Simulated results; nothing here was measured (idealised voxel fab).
The following is a process module called voxel plated lines.
The figure presents cross-section cut, which has a width of 230 nm and is divided into square cells with an edge length of 5 nm.
Cross-section spec: square-cell grid; bands listed top down; each band is one or more rows.
In this notation a band is specified by the heights of its top and bottom, in that order and in nm, after which its materials appear from left to right, each paired with its width in nm. The word "all across" attached to a single material means that material fills the band from edge to edge; the word "air" stands for empty space.
Beneath 0, the wafer as received is one material, and that level is where height counting begins. The lowest band goes on downward without a bottom; it is written like "top 0, no bottom".
Per-row width for "30->40": begins at first number (top row of band), ends at second number (bottom row), increment between rows held constant.
"same as before" for a step: no cell of the cross-section changed in that step.
If an empty space has no open way to the top and is at least 8 cells in size, "Non-vented voids" lists it, written width x height at distance, where distance is measured from the left edge and every value is in nm.
Anything after a step's settings on that line? It's the simulator's own note about the step.
For masked steps, "overlay nm" on the step line gives how far right of plan the mask actually lay; a minus sign means it lay to the left.
**Process steps - plan**
1) RECEIVE [material Si]
2) CONFORMAL_DEP [material SiN] [thk nm 5]
3) DIRECTIONAL_DEP [material TiN] [thk nm 5]
4) PATTERN [tone open] [mask id LINES] [material resist] [width nm 20] [pitch nm 50] [thk nm 25] [overlay nm -15]
5) EPI [material Ru] [thk nm 10]
6) EPI [material Ru] [thk nm 5]
7) STRIP [etch materials resist]
8) DIRECTIONAL_ETCH [etch materials TiN] [depth nm 5]
9) CONFORMAL_DEP [material SiCN] [thk nm 10]
The value of overlay nm given for step 4 in the plan refers to the first wafer; the wafers vary in this setting and are alike at the start.
**First of several wafers, received after step 1, in cross-section**
* top 0, no bottom | Si all across
* Non-vented voids: none
**First of several wafers, sectioned at end of module (last step: step 9)**
* top 35, bottom 25 | air (55) / SiCN (40) / air (10) / SiCN (40) / air (85)
* top 25, bottom 15 | air (55) / SiCN (10) / Ru (20) / SiCN (10) / air (10) / SiCN (10) / Ru (20) / SiCN (10) / air (85)
* top 15, bottom 10 | SiCN (65) / Ru (20) / SiCN (30) / Ru (20) / SiCN (95)
* top 10, bottom 5 | SiCN (65) / TiN (20) / SiCN (30) / TiN (20) / SiCN (95)
* top 5, bottom 0 | SiN all across
* top 0, no bottom | Si all across
* Non-vented voids: none
**Cross-sectional view of the final wafer of several at the module's end**
* top 35, bottom 25 | air (85) / SiCN (40) / air (10) / SiCN (40) / air (55)
* top 25, bottom 15 | air (85) / SiCN (10) / Ru (20) / SiCN (10) / air (10) / SiCN (10) / Ru (20) / SiCN (10) / air (55)
* top 15, bottom 10 | SiCN (95) / Ru (20) / SiCN (30) / Ru (20) / SiCN (65)
* top 10, bottom 5 | SiCN (95) / TiN (20) / SiCN (30) / TiN (20) / SiCN (65)
* top 5, bottom 0 | SiN all across
* top 0, no bottom | Si all across
* Non-vented voids: none
**Below: a row per wafer. Contents at end of module: for every material, cells gained since receipt (+) or lost since receipt (-); then closed voids**
overlay nm -15 | +24 Ru | +124 SiCN | +46 SiN | +8 TiN | Non-vented voids: none
overlay nm -10 | +24 Ru | +124 SiCN | +46 SiN | +8 TiN | Non-vented voids: none
overlay nm -5 | +24 Ru | +124 SiCN | +46 SiN | +8 TiN | Non-vented voids: none
overlay nm 0 | +24 Ru | +124 SiCN | +46 SiN | +8 TiN | Non-vented voids: none
overlay nm 5 | +24 Ru | +124 SiCN | +46 SiN | +8 TiN | Non-vented voids: none
overlay nm 10 | +24 Ru | +124 SiCN | +46 SiN | +8 TiN | Non-vented voids: none
overlay nm 15 | +24 Ru | +124 SiCN | +46 SiN | +8 TiN | Non-vented voids: none
